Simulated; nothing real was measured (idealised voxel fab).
Name of the process module below: voxel wiring stack
Each square cell in cross-section cut measures 5 nm, and the section as a whole is 285 nm wide.
In this document a cross-section is written as a grid of square cells. It is given as a series of bands, listed from the top down, and a band is one or more rows of cells.
Top, bottom (nm), then materials left to right with widths (nm); lone material tagged "all across" fills the whole band edge to edge; "empty" = empty space.
It should be noted that heights are counted from 0, beneath which the wafer as supplied is of one material throughout, and that the lowest band possesses no lower boundary but continues downward, as written in "0 down".
Think of "30->40" as a width that walks from the first number to the second as you go down the band, top row to bottom row, taking equal-sized steps from row to row.
Key: "no alterations made" - step with no changed cell in the cross-section.
Each empty space that has no open way to the top and spans at least 8 cells appears under "Closed void register" as width x height at distance, the distance counted from the left edge, all in nm.
The remark found on a step's line after its settings is issued by the simulator itself and pertains to that step.
"overlay nm" answers the question of how far to the right of plan the mask lay on a step that has a mask, and when it is negative the answer is to the left.
Below you will find pairs of cross-sections. In each, one shows the wafer before one process step and the other after it, with the after view ending at the lowest band that changed. Under each pair is the step separating them, along with its settings. Do not assume the pairs form a chain: they can come from different runs of this module on the same starting wafer, and a pair continues from the pair above it only when its "Status before step" entry says so.
# Status before step
    60 to 45 = lowk 85 | empty 15 | lowk 75 | empty 15 | lowk 95
    45 to 40 = SiCN 85 | empty 15 | SiCN 75 | empty 15 | SiCN 95
    40 to 25 = SiO2 85 | TiN 5 | Cu 10 | TiN 5 | SiO2 25 | TiN 5 | Cu 10 | TiN 5 | SiO2 25 | TiN 5 | Cu 10 | TiN 5 | SiO2 90
    25 to 20 = SiO2 85 | TiN 20 | SiO2 25 | TiN 20 | SiO2 25 | TiN 20 | SiO2 90
    20 to 5 = SiO2 all across
    5 to 0 = SiN all across
    0 down = Si all across
    Closed void register: none
# Post-Process View
    65 to 60 = TiN 90 | empty 5 | TiN 85 | empty 5 | TiN 100
    60 to 45 = lowk 85 | TiN 5 | empty 5 | TiN 5 | lowk 75 | TiN 5 | empty 5 | TiN 5 | lowk 95
    45 to 40 = SiCN 85 | TiN 15 | SiCN 75 | TiN 15 | SiCN 95
    Below 40 it's all the same as before, nothing changed down there.
    Closed void register: none
Name the step between the before and after sections above: CONFORMAL_DEP | material TiN | thk nm 5
Status before step: look at the pair above, its after cross-section is where this step starts.
# Post-Process View
    70 to 65 = Ru all across
    65 to 60 = TiN 90 | Ru 5 | TiN 85 | Ru 5 | TiN 100
    60 to 45 = lowk 85 | TiN 5 | Ru 5 | TiN 5 | lowk 75 | TiN 5 | Ru 5 | TiN 5 | lowk 95
    Below 45 it's all the same as before, nothing changed down there.
    Closed void register: none
Name the step between the before and after sections above: FILL_DEP | material Ru | thk nm 5
Status before step: look at the pair above, its after cross-section is where this step starts.
# Post-Process View
    60 to 45 = lowk 85 | TiN 5 | Ru 5 | TiN 5 | lowk 75 | TiN 5 | Ru 5 | TiN 5 | lowk 95
    Below 45 it's all the same as before, nothing changed down there.
    Closed void register: none
Name the step between the before and after sections above: CMP | height nm 60
Status before step: look at the pair above, its after cross-section is where this step starts.
# Post-Process View
    65 to 60 = SiCN all across
    Below 60 it's all the same as before, nothing changed down there.
    Closed void register: none
Name the step between the before and after sections above: CONFORMAL_DEP | material SiCN | thk nm 5
Status before step: look at the pair above, its after cross-section is where this step starts.
# Post-Process View
    80 to 65 = lowk all across
    Below 65 it's all the same as before, nothing changed down there.
    Closed void register: none
Name the step between the before and after sections above: DIRECTIONAL_DEP | material lowk | thk nm 15
Status before step: look at the pair above, its after cross-section is where this step starts.
# Post-Process View
    80 to 65 = lowk 85 | empty 20 | lowk 25 | empty 20 | lowk 25 | empty 20 | lowk 90
    Below 65 it's all the same as before, nothing changed down there.
    Closed void register: none
Name the step between the before and after sections above: MASKED_ETCH | tone open | mask id METAL_2 | width nm 20 | pitch nm 45 | etch materials lowk | depth nm 15 | overlay nm 0
Status before step: look at the pair above, its after cross-section is where this step starts.
# Post-Process View
    80 to 65 = lowk 85 | empty 20 | lowk 25 | empty 20 | lowk 25 | empty 20 | lowk 90
    65 to 60 = SiCN 85 | empty 20 | SiCN 25 | empty 20 | SiCN 25 | empty 20 | SiCN 90
    Below 60 it's all the same as before, nothing changed down there.
    Closed void register: none
Name the step between the before and after sections above: MASKED_ETCH | tone open | mask id METAL_2 | width nm 20 | pitch nm 45 | etch materials SiCN | depth nm 5 | overlay nm 0
Status before step: look at the pair above, its after cross-section is where this step starts.
# Post-Process View
    85 to 80 = TiN 90 | empty 10 | TiN 35 | empty 10 | TiN 35 | empty 10 | TiN 95
    80 to 65 = lowk 85 | TiN 5 | empty 10 | TiN 5 | lowk 25 | TiN 5 | empty 10 | TiN 5 | lowk 25 | TiN 5 | empty 10 | TiN 5 | lowk 90
    65 to 60 = SiCN 85 | TiN 20 | SiCN 25 | TiN 20 | SiCN 25 | TiN 20 | SiCN 90
    Below 60 it's all the same as before, nothing changed down there.
    Closed void register: none
Name the step between the before and after sections above: CONFORMAL_DEP | material TiN | thk nm 5
Status before step: look at the pair above, its after cross-section is where this step starts.
# Post-Process View
    90 to 85 = Cu all across
    85 to 80 = TiN 90 | Cu 10 | TiN 35 | Cu 10 | TiN 35 | Cu 10 | TiN 95
    80 to 65 = lowk 85 | TiN 5 | Cu 10 | TiN 5 | lowk 25 | TiN 5 | Cu 10 | TiN 5 | lowk 25 | TiN 5 | Cu 10 | TiN 5 | lowk 90
    Below 65 it's all the same as before, nothing changed down there.
    Closed void register: none
Name the step between the before and after sections above: FILL_DEP | material Cu | thk nm 5
Status before step: look at the pair above, its after cross-section is where this step starts.
# Post-Process View
    80 to 65 = lowk 85 | TiN 5 | Cu 10 | TiN 5 | lowk 25 | TiN 5 | Cu 10 | TiN 5 | lowk 25 | TiN 5 | Cu 10 | TiN 5 | lowk 90
    Below 65 it's all the same as before, nothing changed down there.
    Closed void register: none
Name the step between the before and after sections above: CMP | height nm 80
Status before step: look at the pair above, its after cross-section is where this step starts.
# Post-Process View
    85 to 80 = empty 80 | Ru 30 | empty 15 | Ru 30 | empty 15 | Ru 30 | empty 85
    Below 80 it's all the same as before, nothing changed down there.
    Closed void register: none
Name the step between the before and after sections above: EPI | material Ru | thk nm 5
Status before step: look at the pair above, its after cross-section is where this step starts.
# Post-Process View
    90 to 85 = SiCN all across
    85 to 80 = SiCN 80 | Ru 30 | SiCN 15 | Ru 30 | SiCN 15 | Ru 30 | SiCN 85
    Below 80 it's all the same as before, nothing changed down there.
    Closed void register: none
Name the step between the before and after sections above: FILL_DEP | material SiCN | thk nm 5
# Status before step
    55 to 45 = Cu all across
    45 to 40 = TiN 90 | Cu 10 | TiN 35 | Cu 10 | TiN 35 | Cu 10 | TiN 95
    40 to 20 = SiO2 85 | TiN 5 | Cu 10 | TiN 5 | SiO2 25 | TiN 5 | Cu 10 | TiN 5 | SiO2 25 | TiN 5 | Cu 10 | TiN 5 | SiO2 90
    20 to 15 = SiN 85 | TiN 20 | SiN 25 | TiN 20 | SiN 25 | TiN 20 | SiN 90
    15 to 0 = SiO2 all across
    0 down = Si all across
    Closed void register: none
# Post-Process View
    35 to 20 = SiO2 85 | TiN 5 | Cu 10 | TiN 5 | SiO2 25 | TiN 5 | Cu 10 | TiN 5 | SiO2 25 | TiN 5 | Cu 10 | TiN 5 | SiO2 90
    Below 20 it's all the same as before, nothing changed down there.
    Closed void register: none
Name the step between the before and after sections above: CMP | height nm 35
Status before step: look at the pair above, its after cross-section is where this step starts.
# Post-Process View
    40 to 35 = SiCN all across
    Below 35 it's all the same as before, nothing changed down there.
    Closed void register: none
Name the step between the before and after sections above: CONFORMAL_DEP | material SiCN | thk nm 5
Status before step: look at the pair above, its after cross-section is where this step starts.
# Post-Process View
    55 to 40 = lowk all across
    Below 40 it's all the same as before, nothing changed down there.
    Closed void register: none
Name the step between the before and after sections above: DIRECTIONAL_DEP | material lowk | thk nm 15
Status before step: look at the pair above, its after cross-section is where this step starts.
# Post-Process View
    65 to 55 = aC all across
    Below 55 it's all the same as before, nothing changed down there.
    Closed void register: none
Name the step between the before and after sections above: DIRECTIONAL_DEP | material aC | thk nm 10
Status before step: look at the pair above, its after cross-section is where this step starts.
# Post-Process View
    95 to 65 = resist 85 | empty 15 | resist 75 | empty 15 | resist 95
    Below 65 it's all the same as before, nothing changed down there.
    Closed void register: none
Name the step between the before and after sections above: PATTERN | tone open | mask id PLUG_1 | material resist | width nm 15 | pitch nm 90 | thk nm 30 | overlay nm 0
Status before step: look at the pair above, its after cross-section is where this step starts.
# Post-Process View
    85 to 65 = resist 85 | empty 15 | resist 75 | empty 15 | resist 95
    65 to 55 = aC 85 | empty 15 | aC 75 | empty 15 | aC 95
    Below 55 it's all the same as before, nothing changed down there.
    Closed void register: none
Name the step between the before and after sections above: DIRECTIONAL_ETCH | etch materials aC | depth nm 10
Status before step: look at the pair above, its after cross-section is where this step starts.
# Post-Process View
    65 to 55 = aC 85 | empty 15 | aC 75 | empty 15 | aC 95
    Below 55 it's all the same as before, nothing changed down there.
    Closed void register: none
Name the step between the before and after sections above: STRIP | etch materials resist
Status before step: look at the pair above, its after cross-section is where this step starts.
# Post-Process View
    65 to 55 = aC 85 | empty 15 | aC 75 | empty 15 | aC 95
    55 to 40 = lowk 85 | empty 15 | lowk 75 | empty 15 | lowk 95
    Below 40 it's all the same as before, nothing changed down there.
    Closed void register: none
Name the step between the before and after sections above: DIRECTIONAL_ETCH | etch materials lowk | depth nm 15
Status before step: look at the pair above, its after cross-section is where this step starts.
# Post-Process View
    65 to 55 = aC 85 | empty 15 | aC 75 | empty 15 | aC 95
    55 to 40 = lowk 85 | empty 15 | lowk 75 | empty 15 | lowk 95
    40 to 35 = SiCN 85 | empty 15 | SiCN 75 | empty 15 | SiCN 95
    Below 35 it's all the same as before, nothing changed down there.
    Closed void register: none
Name the step between the before and after sections above: DIRECTIONAL_ETCH | etch materials SiCN | depth nm 5
Status before step: look at the pair above, its after cross-section is where this step starts.
# Post-Process View
    55 to 40 = lowk 85 | empty 15 | lowk 75 | empty 15 | lowk 95
    Below 40 it's all the same as before, nothing changed down there.
    Closed void register: none
Name the step between the before and after sections above: STRIP | etch materials aC
Status before step: look at the pair above, its after cross-section is where this step starts.
# Post-Process View
    60 to 55 = TiN 90 | empty 5 | TiN 85 | empty 5 | TiN 100
    55 to 40 = lowk 85 | TiN 5 | empty 5 | TiN 5 | lowk 75 | TiN 5 | empty 5 | TiN 5 | lowk 95
    40 to 35 = SiCN 85 | TiN 15 | SiCN 75 | TiN 15 | SiCN 95
    Below 35 it's all the same as before, nothing changed down there.
    Closed void register: none
Name the step between the before and after sections above: CONFORMAL_DEP | material TiN | thk nm 5
Status before step: look at the pair above, its after cross-section is where this step starts.
# Post-Process View
    65 to 60 = Ru all across
    60 to 55 = TiN 90 | Ru 5 | TiN 85 | Ru 5 | TiN 100
    55 to 40 = lowk 85 | TiN 5 | Ru 5 | TiN 5 | lowk 75 | TiN 5 | Ru 5 | TiN 5 | lowk 95
    Below 40 it's all the same as before, nothing changed down there.
    Closed void register: none
Name the step between the before and after sections above: FILL_DEP | material Ru | thk nm 5
Status before step: look at the pair above, its after cross-section is where this step starts.
# Post-Process View
    60 to 55 = TiN 90 | Ru 5 | TiN 85 | Ru 5 | TiN 100
    Below 55 it's all the same as before, nothing changed down there.
    Closed void register: none
Name the step between the before and after sections above: CMP | height nm 60
Status before step: look at the pair above, its after cross-section is where this step starts.
# Post-Process View
    65 to 60 = SiCN all across
    Below 60 it's all the same as before, nothing changed down there.
    Closed void register: none
Name the step between the before and after sections above: CONFORMAL_DEP | material SiCN | thk nm 5
Status before step: look at the pair above, its after cross-section is where this step starts.
# Post-Process View
    80 to 65 = lowk all across
    Below 65 it's all the same as before, nothing changed down there.
    Closed void register: none
Name the step between the before and after sections above: DIRECTIONAL_DEP | material lowk | thk nm 15
Status before step: look at the pair above, its after cross-section is where this step starts.
# Post-Process View
    80 to 65 = lowk 85 | empty 20 | lowk 25 | empty 20 | lowk 25 | empty 20 | lowk 90
    Below 65 it's all the same as before, nothing changed down there.
    Closed void register: none
Name the step between the before and after sections above: MASKED_ETCH | tone open | mask id METAL_2 | width nm 20 | pitch nm 45 | etch materials lowk | depth nm 15 | overlay nm 0
Status before step: look at the pair above, its after cross-section is where this step starts.
# Post-Process View
    80 to 65 = lowk 85 | empty 20 | lowk 25 | empty 20 | lowk 25 | empty 20 | lowk 90
    65 to 60 = SiCN 85 | empty 20 | SiCN 25 | empty 20 | SiCN 25 | empty 20 | SiCN 90
    Below 60 it's all the same as before, nothing changed down there.
    Closed void register: none
Name the step between the before and after sections above: MASKED_ETCH | tone open | mask id METAL_2 | width nm 20 | pitch nm 45 | etch materials SiCN | depth nm 5 | overlay nm 0
Status before step: look at the pair above, its after cross-section is where this step starts.
# Post-Process View
    85 to 80 = TiN 90 | empty 10 | TiN 35 | empty 10 | TiN 35 | empty 10 | TiN 95
    80 to 65 = lowk 85 | TiN 5 | empty 10 | TiN 5 | lowk 25 | TiN 5 | empty 10 | TiN 5 | lowk 25 | TiN 5 | empty 10 | TiN 5 | lowk 90
    65 to 60 = SiCN 85 | TiN 20 | SiCN 25 | TiN 20 | SiCN 25 | TiN 20 | SiCN 90
    Below 60 it's all the same as before, nothing changed down there.
    Closed void register: none
Name the step between the before and after sections above: CONFORMAL_DEP | material TiN | thk nm 5
Status before step: look at the pair above, its after cross-section is where this step starts.
# Post-Process View
    90 to 85 = Cu all across
    85 to 80 = TiN 90 | Cu 10 | TiN 35 | Cu 10 | TiN 35 | Cu 10 | TiN 95
    80 to 65 = lowk 85 | TiN 5 | Cu 10 | TiN 5 | lowk 25 | TiN 5 | Cu 10 | TiN 5 | lowk 25 | TiN 5 | Cu 10 | TiN 5 | lowk 90
    Below 65 it's all the same as before, nothing changed down there.
    Closed void register: none
Name the step between the before and after sections above: FILL_DEP | material Cu | thk nm 5
Status before step: look at the pair above, its after cross-section is where this step starts.
# Post-Process View
    80 to 65 = lowk 85 | TiN 5 | Cu 10 | TiN 5 | lowk 25 | TiN 5 | Cu 10 | TiN 5 | lowk 25 | TiN 5 | Cu 10 | TiN 5 | lowk 90
    Below 65 it's all the same as before, nothing changed down there.
    Closed void register: none
Name the step between the before and after sections above: CMP | height nm 80
Status before step: look at the pair above, its after cross-section is where this step starts.
# Post-Process View
    85 to 80 = empty 80 | Ru 30 | empty 15 | Ru 30 | empty 15 | Ru 30 | empty 85
    Below 80 it's all the same as before, nothing changed down there.
    Closed void register: none
Name the step between the before and after sections above: EPI | material Ru | thk nm 5
Status before step: look at the pair above, its after cross-section is where this step starts.
# Post-Process View
    90 to 85 = SiCN all across
    85 to 80 = SiCN 80 | Ru 30 | SiCN 15 | Ru 30 | SiCN 15 | Ru 30 | SiCN 85
    Below 80 it's all the same as before, nothing changed down there.
    Closed void register: none
Name the step between the before and after sections above: FILL_DEP | material SiCN | thk nm 5
# Status before step
    40 to 20 = SiO2 all across
    20 to 15 = SiN all across
    15 to 0 = SiO2 all across
    0 down = Si all across
    Closed void register: none
# Post-Process View
    60 to 40 = resist 90 | empty 15 | resist 30 | empty 15 | resist 30 | empty 15 | resist 90
    Below 40 it's all the same as before, nothing changed down there.
    Closed void register: none
Name the step between the before and after sections above: PATTERN | tone open | mask id METAL_1 | material resist | width nm 15 | pitch nm 45 | thk nm 20 | overlay nm 0
Status before step: look at the pair above, its after cross-section is where this step starts.
# Post-Process View
    60 to 40 = resist 90 | empty 15 | resist 30 | empty 15 | resist 30 | empty 15 | resist 90
    40 to 20 = SiO2 90 | empty 15 | SiO2 30 | empty 15 | SiO2 30 | empty 15 | SiO2 90
    Below 20 it's all the same as before, nothing changed down there.
    Closed void register: none
Name the step between the before and after sections above: DIRECTIONAL_ETCH | etch materials SiO2 | depth nm 20
Status before step: look at the pair above, its after cross-section is where this step starts.
# Post-Process View
    60 to 40 = resist 90 | empty 15 | resist 30 | empty 15 | resist 30 | empty 15 | resist 90
    40 to 20 = SiO2 90 | empty 15 | SiO2 30 | empty 15 | SiO2 30 | empty 15 | SiO2 90
    20 to 15 = SiN 90 | empty 15 | SiN 30 | empty 15 | SiN 30 | empty 15 | SiN 90
    Below 15 it's all the same as before, nothing changed down there.
    Closed void register: none
Name the step between the before and after sections above: DIRECTIONAL_ETCH | etch materials SiN | depth nm 5
Status before step: look at the pair above, its after cross-section is where this step starts.
# Post-Process View
    40 to 20 = SiO2 90 | empty 15 | SiO2 30 | empty 15 | SiO2 30 | empty 15 | SiO2 90
    Below 20 it's all the same as before, nothing changed down there.
    Closed void register: none
Name the step between the before and after sections above: STRIP | etch materials resist
Status before step: look at the pair above, its after cross-section is where this step starts.
# Post-Process View
    45 to 40 = TiN 95 | empty 5 | TiN 40 | empty 5 | TiN 40 | empty 5 | TiN 95
    40 to 20 = SiO2 90 | TiN 5 | empty 5 | TiN 5 | SiO2 30 | TiN 5 | empty 5 | TiN 5 | SiO2 30 | TiN 5 | empty 5 | TiN 5 | SiO2 90
    20 to 15 = SiN 90 | TiN 15 | SiN 30 | TiN 15 | SiN 30 | TiN 15 | SiN 90
    Below 15 it's all the same as before, nothing changed down there.
    Closed void register: none
Name the step between the before and after sections above: CONFORMAL_DEP | material TiN | thk nm 5
Status before step: look at the pair above, its after cross-section is where this step starts.
# Post-Process View
    55 to 45 = Cu all across
    45 to 40 = TiN 95 | Cu 5 | TiN 40 | Cu 5 | TiN 40 | Cu 5 | TiN 95
    40 to 20 = SiO2 90 | TiN 5 | Cu 5 | TiN 5 | SiO2 30 | TiN 5 | Cu 5 | TiN 5 | SiO2 30 | TiN 5 | Cu 5 | TiN 5 | SiO2 90
    Below 20 it's all the same as before, nothing changed down there.
    Closed void register: none
Name the step between the before and after sections above: FILL_DEP | material Cu | thk nm 10
Status before step: look at the pair above, its after cross-section is where this step starts.
# Post-Process View
    40 to 20 = SiO2 90 | TiN 5 | Cu 5 | TiN 5 | SiO2 30 | TiN 5 | Cu 5 | TiN 5 | SiO2 30 | TiN 5 | Cu 5 | TiN 5 | SiO2 90
    Below 20 it's all the same as before, nothing changed down there.
    Closed void register: none
Name the step between the before and after sections above: CMP | height nm 40
Status before step: look at the pair above, its after cross-section is where this step starts.
# Post-Process View
    45 to 40 = SiCN all across
    Below 40 it's all the same as before, nothing changed down there.
    Closed void register: none
Name the step between the before and after sections above: CONFORMAL_DEP | material SiCN | thk nm 5
Status before step: look at the pair above, its after cross-section is where this step starts.
# Post-Process View
    60 to 45 = lowk all across
    Below 45 it's all the same as before, nothing changed down there.
    Closed void register: none
Name the step between the before and after sections above: DIRECTIONAL_DEP | material lowk | thk nm 15
Status before step: look at the pair above, its after cross-section is where this step starts.
# Post-Process View
    70 to 60 = aC all across
    Below 60 it's all the same as before, nothing changed down there.
    Closed void register: none
Name the step between the before and after sections above: DIRECTIONAL_DEP | material aC | thk nm 10
Status before step: look at the pair above, its after cross-section is where this step starts.
# Post-Process View
    100 to 70 = resist 85 | empty 15 | resist 75 | empty 15 | resist 95
    Below 70 it's all the same as before, nothing changed down there.
    Closed void register: none
Name the step between the before and after sections above: PATTERN | tone open | mask id PLUG_1 | material resist | width nm 15 | pitch nm 90 | thk nm 30 | overlay nm 0
Status before step: look at the pair above, its after cross-section is where this step starts.
# Post-Process View
    90 to 70 = resist 85 | empty 15 | resist 75 | empty 15 | resist 95
    70 to 60 = aC 85 | empty 15 | aC 75 | empty 15 | aC 95
    Below 60 it's all the same as before, nothing changed down there.
    Closed void register: none
Name the step between the before and after sections above: DIRECTIONAL_ETCH | etch materials aC | depth nm 10
Status before step: look at the pair above, its after cross-section is where this step starts.
# Post-Process View
    70 to 60 = aC 85 | empty 15 | aC 75 | empty 15 | aC 95
    Below 60 it's all the same as before, nothing changed down there.
    Closed void register: none
Name the step between the before and after sections above: STRIP | etch materials resist
Status before step: look at the pair above, its after cross-section is where this step starts.
# Post-Process View
    70 to 60 = aC 85 | empty 15 | aC 75 | empty 15 | aC 95
    60 to 45 = lowk 85 | empty 15 | lowk 75 | empty 15 | lowk 95
    Below 45 it's all the same as before, nothing changed down there.
    Closed void register: none
Name the step between the before and after sections above: DIRECTIONAL_ETCH | etch materials lowk | depth nm 15
Status before step: look at the pair above, its after cross-section is where this step starts.
# Post-Process View
    70 to 60 = aC 85 | empty 15 | aC 75 | empty 15 | aC 95
    60 to 45 = lowk 85 | empty 15 | lowk 75 | empty 15 | lowk 95
    45 to 40 = SiCN 85 | empty 15 | SiCN 75 | empty 15 | SiCN 95
    Below 40 it's all the same as before, nothing changed down there.
    Closed void register: none
Name the step between the before and after sections above: DIRECTIONAL_ETCH | etch materials SiCN | depth nm 5
Status before step: look at the pair above, its after cross-section is where this step starts.
# Post-Process View
    60 to 45 = lowk 85 | empty 15 | lowk 75 | empty 15 | lowk 95
    Below 45 it's all the same as before, nothing changed down there.
    Closed void register: none
Name the step between the before and after sections above: STRIP | etch materials aC
Status before step: look at the pair above, its after cross-section is where this step starts.
# Post-Process View
    65 to 60 = TiN 90 | empty 5 | TiN 85 | empty 5 | TiN 100
    60 to 45 = lowk 85 | TiN 5 | empty 5 | TiN 5 | lowk 75 | TiN 5 | empty 5 | TiN 5 | lowk 95
    45 to 40 = SiCN 85 | TiN 15 | SiCN 75 | TiN 15 | SiCN 95
    Below 40 it's all the same as before, nothing changed down there.
    Closed void register: none
Name the step between the before and after sections above: CONFORMAL_DEP | material TiN | thk nm 5
Status before step: look at the pair above, its after cross-section is where this step starts.
# Post-Process View
    70 to 65 = Ru all across
    65 to 60 = TiN 90 | Ru 5 | TiN 85 | Ru 5 | TiN 100
    60 to 45 = lowk 85 | TiN 5 | Ru 5 | TiN 5 | lowk 75 | TiN 5 | Ru 5 | TiN 5 | lowk 95
    Below 45 it's all the same as before, nothing changed down there.
    Closed void register: none
Name the step between the before and after sections above: FILL_DEP | material Ru | thk nm 5
Status before step: look at the pair above, its after cross-section is where this step starts.
# Post-Process View
    60 to 45 = lowk 85 | TiN 5 | Ru 5 | TiN 5 | lowk 75 | TiN 5 | Ru 5 | TiN 5 | lowk 95
    Below 45 it's all the same as before, nothing changed down there.
    Closed void register: none
Name the step between the before and after sections above: CMP | height nm 60
Status before step: look at the pair above, its after cross-section is where this step starts.
# Post-Process View
    65 to 60 = SiCN all across
    Below 60 it's all the same as before, nothing changed down there.
    Closed void register: none
Name the step between the before and after sections above: CONFORMAL_DEP | material SiCN | thk nm 5
Status before step: look at the pair above, its after cross-section is where this step starts.
# Post-Process View
    80 to 65 = lowk all across
    Below 65 it's all the same as before, nothing changed down there.
    Closed void register: none
Name the step between the before and after sections above: DIRECTIONAL_DEP | material lowk | thk nm 15
Status before step: look at the pair above, its after cross-section is where this step starts.
# Post-Process View
    80 to 65 = lowk 85 | empty 20 | lowk 25 | empty 20 | lowk 25 | empty 20 | lowk 90
    Below 65 it's all the same as before, nothing changed down there.
    Closed void register: none
Name the step between the before and after sections above: MASKED_ETCH | tone open | mask id METAL_2 | width nm 20 | pitch nm 45 | etch materials lowk | depth nm 15 | overlay nm 0
Status before step: look at the pair above, its after cross-section is where this step starts.
# Post-Process View
    80 to 65 = lowk 85 | empty 20 | lowk 25 | empty 20 | lowk 25 | empty 20 | lowk 90
    65 to 60 = SiCN 85 | empty 20 | SiCN 25 | empty 20 | SiCN 25 | empty 20 | SiCN 90
    Below 60 it's all the same as before, nothing changed down there.
    Closed void register: none
Name the step between the before and after sections above: MASKED_ETCH | tone open | mask id METAL_2 | width nm 20 | pitch nm 45 | etch materials SiCN | depth nm 5 | overlay nm 0
Status before step: look at the pair above, its after cross-section is where this step starts.
# Post-Process View
    85 to 80 = TiN 90 | empty 10 | TiN 35 | empty 10 | TiN 35 | empty 10 | TiN 95
    80 to 65 = lowk 85 | TiN 5 | empty 10 | TiN 5 | lowk 25 | TiN 5 | empty 10 | TiN 5 | lowk 25 | TiN 5 | empty 10 | TiN 5 | lowk 90
    65 to 60 = SiCN 85 | TiN 20 | SiCN 25 | TiN 20 | SiCN 25 | TiN 20 | SiCN 90
    Below 60 it's all the same as before, nothing changed down there.
    Closed void register: none
Name the step between the before and after sections above: CONFORMAL_DEP | material TiN | thk nm 5
Status before step: look at the pair above, its after cross-section is where this step starts.
# Post-Process View
    90 to 85 = Cu all across
    85 to 80 = TiN 90 | Cu 10 | TiN 35 | Cu 10 | TiN 35 | Cu 10 | TiN 95
    80 to 65 = lowk 85 | TiN 5 | Cu 10 | TiN 5 | lowk 25 | TiN 5 | Cu 10 | TiN 5 | lowk 25 | TiN 5 | Cu 10 | TiN 5 | lowk 90
    Below 65 it's all the same as before, nothing changed down there.
    Closed void register: none
Name the step between the before and after sections above: FILL_DEP | material Cu | thk nm 5
Status before step: look at the pair above, its after cross-section is where this step starts.
# Post-Process View
    80 to 65 = lowk 85 | TiN 5 | Cu 10 | TiN 5 | lowk 25 | TiN 5 | Cu 10 | TiN 5 | lowk 25 | TiN 5 | Cu 10 | TiN 5 | lowk 90
    Below 65 it's all the same as before, nothing changed down there.
    Closed void register: none
Name the step between the before and after sections above: CMP | height nm 80
Status before step: look at the pair above, its after cross-section is where this step starts.
# Post-Process View
    85 to 80 = empty 80 | Ru 30 | empty 15 | Ru 30 | empty 15 | Ru 30 | empty 85
    Below 80 it's all the same as before, nothing changed down there.
    Closed void register: none
Name the step between the before and after sections above: EPI | material Ru | thk nm 5
Status before step: look at the pair above, its after cross-section is where this step starts.
# Post-Process View
    90 to 85 = SiCN all across
    85 to 80 = SiCN 80 | Ru 30 | SiCN 15 | Ru 30 | SiCN 15 | Ru 30 | SiCN 85
    Below 80 it's all the same as before, nothing changed down there.
    Closed void register: none
Name the step between the before and after sections above: FILL_DEP | material SiCN | thk nm 5
# Status before step
    80 to 65 = lowk 85 | empty 20 | lowk 25 | empty 20 | lowk 25 | empty 20 | lowk 90
    65 to 60 = SiCN all across
    60 to 45 = lowk 85 | TiN 5 | Ru 5 | TiN 5 | lowk 75 | TiN 5 | Ru 5 | TiN 5 | lowk 95
    45 to 40 = SiCN 85 | TiN 15 | SiCN 75 | TiN 15 | SiCN 95
    40 to 20 = SiO2 85 | TiN 5 | Cu 10 | TiN 5 | SiO2 25 | TiN 5 | Cu 10 | TiN 5 | SiO2 25 | TiN 5 | Cu 10 | TiN 5 | SiO2 90
    20 to 15 = SiN 85 | TiN 20 | SiN 25 | TiN 20 | SiN 25 | TiN 20 | SiN 90
    15 to 0 = SiO2 all across
    0 down = Si all across
    Closed void register: none
# Post-Process View
    80 to 65 = lowk 85 | empty 20 | lowk 25 | empty 20 | lowk 25 | empty 20 | lowk 90
    65 to 60 = SiCN 95 | empty 10 | SiCN 35 | empty 10 | SiCN 35 | empty 10 | SiCN 90
    Below 60 it's all the same as before, nothing changed down there.
    Closed void register: none
Name the step between the before and after sections above: MASKED_ETCH | tone open | mask id METAL_2 | width nm 20 | pitch nm 45 | etch materials SiCN | depth nm 5 | overlay nm 10
Status before step: look at the pair above, its after cross-section is where this step starts.
# Post-Process View
    85 to 80 = TiN 90 | empty 10 | TiN 35 | empty 10 | TiN 35 | empty 10 | TiN 95
    80 to 70 = lowk 85 | TiN 5 | empty 10 | TiN 5 | lowk 25 | TiN 5 | empty 10 | TiN 5 | lowk 25 | TiN 5 | empty 10 | TiN 5 | lowk 90
    70 to 65 = lowk 85 | TiN 20 | lowk 25 | TiN 20 | lowk 25 | TiN 20 | lowk 90
    65 to 60 = SiCN 95 | TiN 10 | SiCN 35 | TiN 10 | SiCN 35 | TiN 10 | SiCN 90
    Below 60 it's all the same as before, nothing changed down there.
    Closed void register: none
Name the step between the before and after sections above: CONFORMAL_DEP | material TiN | thk nm 5
Status before step: look at the pair above, its after cross-section is where this step starts.
# Post-Process View
    90 to 85 = Cu all across
    85 to 80 = TiN 90 | Cu 10 | TiN 35 | Cu 10 | TiN 35 | Cu 10 | TiN 95
    80 to 70 = lowk 85 | TiN 5 | Cu 10 | TiN 5 | lowk 25 | TiN 5 | Cu 10 | TiN 5 | lowk 25 | TiN 5 | Cu 10 | TiN 5 | lowk 90
    Below 70 it's all the same as before, nothing changed down there.
    Closed void register: none
Name the step between the before and after sections above: FILL_DEP | material Cu | thk nm 5
Status before step: look at the pair above, its after cross-section is where this step starts.
# Post-Process View
    80 to 70 = lowk 85 | TiN 5 | Cu 10 | TiN 5 | lowk 25 | TiN 5 | Cu 10 | TiN 5 | lowk 25 | TiN 5 | Cu 10 | TiN 5 | lowk 90
    Below 70 it's all the same as before, nothing changed down there.
    Closed void register: none
Name the step between the before and after sections above: CMP | height nm 80
Status before step: look at the pair above, its after cross-section is where this step starts.
# Post-Process View
    85 to 80 = empty 80 | Ru 30 | empty 15 | Ru 30 | empty 15 | Ru 30 | empty 85
    Below 80 it's all the same as before, nothing changed down there.
    Closed void register: none
Name the step between the before and after sections above: EPI | material Ru | thk nm 5
Status before step: look at the pair above, its after cross-section is where this step starts.
# Post-Process View
    90 to 85 = SiCN all across
    85 to 80 = SiCN 80 | Ru 30 | SiCN 15 | Ru 30 | SiCN 15 | Ru 30 | SiCN 85
    Below 80 it's all the same as before, nothing changed down there.
    Closed void register: none
Name the step between the before and after sections above: FILL_DEP | material SiCN | thk nm 5
# Status before step
    45 to 40 = SiCN all across
    40 to 20 = SiO2 85 | TiN 5 | Cu 10 | TiN 5 | SiO2 25 | TiN 5 | Cu 10 | TiN 5 | SiO2 25 | TiN 5 | Cu 10 | TiN 5 | SiO2 90
    20 to 15 = SiN 85 | TiN 20 | SiN 25 | TiN 20 | SiN 25 | TiN 20 | SiN 90
    15 to 0 = SiO2 all across
    0 down = Si all across
    Closed void register: none
# Post-Process View
    60 to 45 = SiN all across
    Below 45 it's all the same as before, nothing changed down there.
    Closed void register: none
Name the step between the before and after sections above: DIRECTIONAL_DEP | material SiN | thk nm 15
Status before step: look at the pair above, its after cross-section is where this step starts.
# Post-Process View
    70 to 60 = aC all across
    Below 60 it's all the same as before, nothing changed down there.
    Closed void register: none
Name the step between the before and after sections above: DIRECTIONAL_DEP | material aC | thk nm 10
Status before step: look at the pair above, its after cross-section is where this step starts.
# Post-Process View
    100 to 70 = resist 85 | empty 15 | resist 75 | empty 15 | resist 95
    Below 70 it's all the same as before, nothing changed down there.
    Closed void register: none
Name the step between the before and after sections above: PATTERN | tone open | mask id PLUG_1 | material resist | width nm 15 | pitch nm 90 | thk nm 30 | overlay nm 0
